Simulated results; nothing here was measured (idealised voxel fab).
process module | voxel transistor to metal
cross-section cut | 180 nm wide | cells 5 nm
A cross-section is a grid of square cells, given in bands from the top down. A band is one or more rows of cells.
Each band's line starts with the height of the band's top and of its bottom, in nm. Then come its materials from left to right, each with its width in nm. One material with "throughout" fills the band from edge to edge. "air" is empty space.
Height 0 is the level under which the wafer as received is all one material. The lowest band goes on downwards, as in "0 down".
A width such as "30 to 40" changes by the same amount from each row of cells to the next, from the band's top row to its bottom row.
"no change" after a step means that no cell of the cross-section changed.
closed voids: empty space of 8 cells or more with no open way to the top, each as width x height at its distance from the left edge, in nm
after a step's settings: what the simulator itself notes on the step
overlay nm, on a step with a mask: how far to the right of its planned place the mask lay; to the left if negative
plan
1 op RECEIVE | material Si
2 op CONFORMAL_DEP | material SiO2 | thk nm 5
3 op CONFORMAL_DEP | material SiN | thk nm 10
4 op PATTERN | tone cover | mask id ACTIVE | material resist | width nm 105 | thk nm 20 | overlay nm 0
5 op DIRECTIONAL_ETCH | etch materials SiN | depth nm 10
6 op DIRECTIONAL_ETCH | etch materials SiO2 | depth nm 5
7 op DIRECTIONAL_ETCH | etch materials Si | depth nm 20
8 op STRIP | etch materials resist
9 op OXIDIZE | depth nm 5
10 op FILL_DEP | material SiO2 | thk nm 10
11 op CMP | height nm 15
12 op SELECTIVE_ETCH | etch materials SiO2 | depth nm 5
13 op STRIP | etch materials SiN
14 op SELECTIVE_ETCH | etch materials SiO2 | depth nm 5
15 op OXIDIZE | depth nm 5
16 op DIRECTIONAL_DEP | material polySi | thk nm 20
17 op DIRECTIONAL_DEP | material SiCN | thk nm 10
18 op PATTERN | tone cover | mask id GATE | material resist | width nm 25 | thk nm 20 | overlay nm -15
19 op DIRECTIONAL_ETCH | etch materials SiCN | depth nm 20
20 op DIRECTIONAL_ETCH | etch materials polySi | depth nm 30
21 op STRIP | etch materials resist
22 op CONFORMAL_DEP | material SiN | thk nm 10
23 op DIRECTIONAL_ETCH | etch materials SiN | depth nm 10
24 op DIRECTIONAL_ETCH | etch materials SiO2 | depth nm 5
25 op DIRECTIONAL_ETCH | etch materials Si | depth nm 10
26 op EPI | material nSi | thk nm 10
27 op FILL_DEP | material SiO2 | thk nm 10
28 op CMP | height nm 30
29 op DIRECTIONAL_DEP | material SiO2 | thk nm 10
30 op DIRECTIONAL_DEP | material aC | thk nm 15
31 op PATTERN | tone open | mask id CONTACT | material resist | width nm 25 | pitch nm 60 | thk nm 35 | overlay nm 0
32 op DIRECTIONAL_ETCH | etch materials aC | depth nm 15
33 op STRIP | etch materials resist
34 op DIRECTIONAL_ETCH | etch materials SiO2 | depth nm 45
35 op STRIP | etch materials aC
36 op CONFORMAL_DEP | material TiN | thk nm 5
37 op FILL_DEP | material Ru | thk nm 10
38 op CMP | height nm 40
39 op DIRECTIONAL_DEP | material TiN | thk nm 5
40 op DIRECTIONAL_DEP | material W | thk nm 25
41 op DIRECTIONAL_DEP | material aC | thk nm 15
42 op PATTERN | tone cover | mask id METAL_1 | material resist | width nm 15 | pitch nm 70 | thk nm 35 | overlay nm 0
43 op DIRECTIONAL_ETCH | etch materials aC | depth nm 15
44 op STRIP | etch materials resist
45 op DIRECTIONAL_ETCH | etch materials W | depth nm 25
46 op DIRECTIONAL_ETCH | etch materials TiN | depth nm 5
47 op STRIP | etch materials aC
48 op CONFORMAL_DEP | material SiN | thk nm 5
49 op FILL_DEP | material lowk | thk nm 10
50 op CMP | height nm 70
51 op CONFORMAL_DEP | material SiCN | thk nm 5
52 op DIRECTIONAL_DEP | material lowk | thk nm 30
53 op DIRECTIONAL_DEP | material aC | thk nm 15
54 op PATTERN | tone open | mask id METAL_2 | material resist | width nm 15 | pitch nm 70 | thk nm 35 | overlay nm 0
55 op DIRECTIONAL_ETCH | etch materials aC | depth nm 15
56 op STRIP | etch materials resist
57 op DIRECTIONAL_ETCH | etch materials lowk | depth nm 15
58 op STRIP | etch materials aC
59 op MASKED_ETCH | tone open | mask id METAL_2_HOLES | width nm 15 | pitch nm 70 | etch materials lowk | depth nm 15 | overlay nm 0
60 op MASKED_ETCH | tone open | mask id METAL_2_HOLES | width nm 15 | pitch nm 70 | etch materials SiCN | depth nm 5 | overlay nm 0
61 op CONFORMAL_DEP | material TiN | thk nm 5
62 op FILL_DEP | material Cu | thk nm 10
63 op CMP | height nm 105
64 op CONFORMAL_DEP | material SiCN | thk nm 5
varied across the wafers: overlay nm of step 18. The plan shows the first wafer's value. All wafers start alike
first wafer as received, after step 1
  0 down: Si throughout
  closed voids: none
first wafer at the end, after step 64
  110 to 105: SiCN throughout
  105 to 75: lowk 45 | TiN 5 | Cu 5 | TiN 5 | lowk 55 | TiN 5 | Cu 5 | TiN 5 | lowk 50
  75 to 70: SiCN 45 | TiN 15 | SiCN 55 | TiN 15 | SiCN 50
  70 to 45: lowk 40 | SiN 5 | W 15 | SiN 5 | lowk 45 | SiN 5 | W 15 | SiN 5 | lowk 45
  45 to 40: SiN 45 | TiN 15 | SiN 55 | TiN 15 | SiN 50
  40 to 35: SiO2 45 | TiN 5 | Ru 15 | TiN 5 | SiO2 35 | TiN 5 | Ru 15 | TiN 5 | SiO2 50
  35 to 30: SiO2 45 | TiN 25 | SiO2 35 | TiN 5 | Ru 15 | TiN 5 | SiO2 50
  30 to 20: SiO2 45 | TiN 5 | SiN 10 | SiCN 25 | SiN 10 | SiO2 10 | TiN 5 | Ru 15 | TiN 5 | SiO2 50
  20 to 5: SiO2 45 | TiN 5 | SiN 10 | polySi 25 | SiN 10 | SiO2 10 | TiN 5 | Ru 15 | TiN 5 | SiO2 50
  5 to 0: SiO2 30 | SiN 10 | nSi 10 | SiN 10 | polySi 25 | SiN 10 | nSi 10 | TiN 5 | Ru 15 | TiN 5 | SiO2 5 | SiN 10 | SiO2 35
  0 to -5: SiO2 40 | nSi 10 | SiO2 45 | nSi 10 | TiN 25 | SiO2 50
  -5 to -15: SiO2 40 | nSi 10 | Si 45 | nSi 40 | SiO2 45
  -15 to -25: SiO2 40 | Si 95 | SiO2 45
  -25 down: Si throughout
  closed voids: none
last wafer at the end
  110 to 105: SiCN throughout
  105 to 75: lowk 45 | TiN 5 | Cu 5 | TiN 5 | lowk 55 | TiN 5 | Cu 5 | TiN 5 | lowk 50
  75 to 70: SiCN 45 | TiN 15 | SiCN 55 | TiN 15 | SiCN 50
  70 to 45: lowk 40 | SiN 5 | W 15 | SiN 5 | lowk 45 | SiN 5 | W 15 | SiN 5 | lowk 45
  45 to 40: SiN 45 | TiN 15 | SiN 55 | TiN 15 | SiN 50
  40 to 35: SiO2 45 | TiN 5 | Ru 15 | TiN 5 | SiO2 35 | TiN 5 | Ru 15 | TiN 5 | SiO2 50
  35 to 30: SiO2 45 | TiN 5 | Ru 15 | TiN 5 | SiO2 35 | TiN 25 | SiO2 50
  30 to 20: SiO2 45 | TiN 5 | Ru 15 | TiN 5 | SiO2 10 | SiN 10 | SiCN 25 | SiN 10 | TiN 5 | SiO2 50
  20 to 5: SiO2 45 | TiN 5 | Ru 15 | TiN 5 | SiO2 10 | SiN 10 | polySi 25 | SiN 10 | TiN 5 | SiO2 50
  5 to 0: SiO2 30 | SiN 10 | SiO2 5 | TiN 5 | Ru 15 | TiN 5 | nSi 10 | SiN 10 | polySi 25 | SiN 10 | nSi 10 | SiN 10 | SiO2 35
  0 to -5: SiO2 45 | TiN 25 | nSi 10 | SiO2 45 | nSi 10 | SiO2 45
  -5 to -15: SiO2 40 | nSi 40 | Si 45 | nSi 10 | SiO2 45
  -15 to -25: SiO2 40 | Si 95 | SiO2 45
  -25 down: Si throughout
  closed voids: none
each wafer at the end: cells of each material gained (+) or lost (-) since it was received, then its closed voids
overlay nm -15 | +12 Cu | +27 Ru | -124 Si | +76 SiCN | +78 SiN | +266 SiO2 | +69 TiN | +30 W | +310 lowk | +28 nSi | +20 polySi | closed voids: none
overlay nm -10 | +12 Cu | +25 Ru | -124 Si | +76 SiCN | +78 SiN | +263 SiO2 | +74 TiN | +30 W | +310 lowk | +28 nSi | +20 polySi | closed voids: none
overlay nm -5 | +12 Cu | +28 Ru | -124 Si | +76 SiCN | +78 SiN | +258 SiO2 | +76 TiN | +30 W | +310 lowk | +28 nSi | +20 polySi | closed voids: none
overlay nm 0 | +12 Cu | +26 Ru | -124 Si | +76 SiCN | +78 SiN | +258 SiO2 | +78 TiN | +30 W | +310 lowk | +28 nSi | +20 polySi | closed voids: none
overlay nm 5 | +12 Cu | +28 Ru | -124 Si | +76 SiCN | +78 SiN | +258 SiO2 | +76 TiN | +30 W | +310 lowk | +28 nSi | +20 polySi | closed voids: none
overlay nm 10 | +12 Cu | +25 Ru | -124 Si | +76 SiCN | +78 SiN | +263 SiO2 | +74 TiN | +30 W | +310 lowk | +28 nSi | +20 polySi | closed voids: none
overlay nm 15 | +12 Cu | +27 Ru | -124 Si | +76 SiCN | +78 SiN | +266 SiO2 | +69 TiN | +30 W | +310 lowk | +28 nSi | +20 polySi | closed voids: none
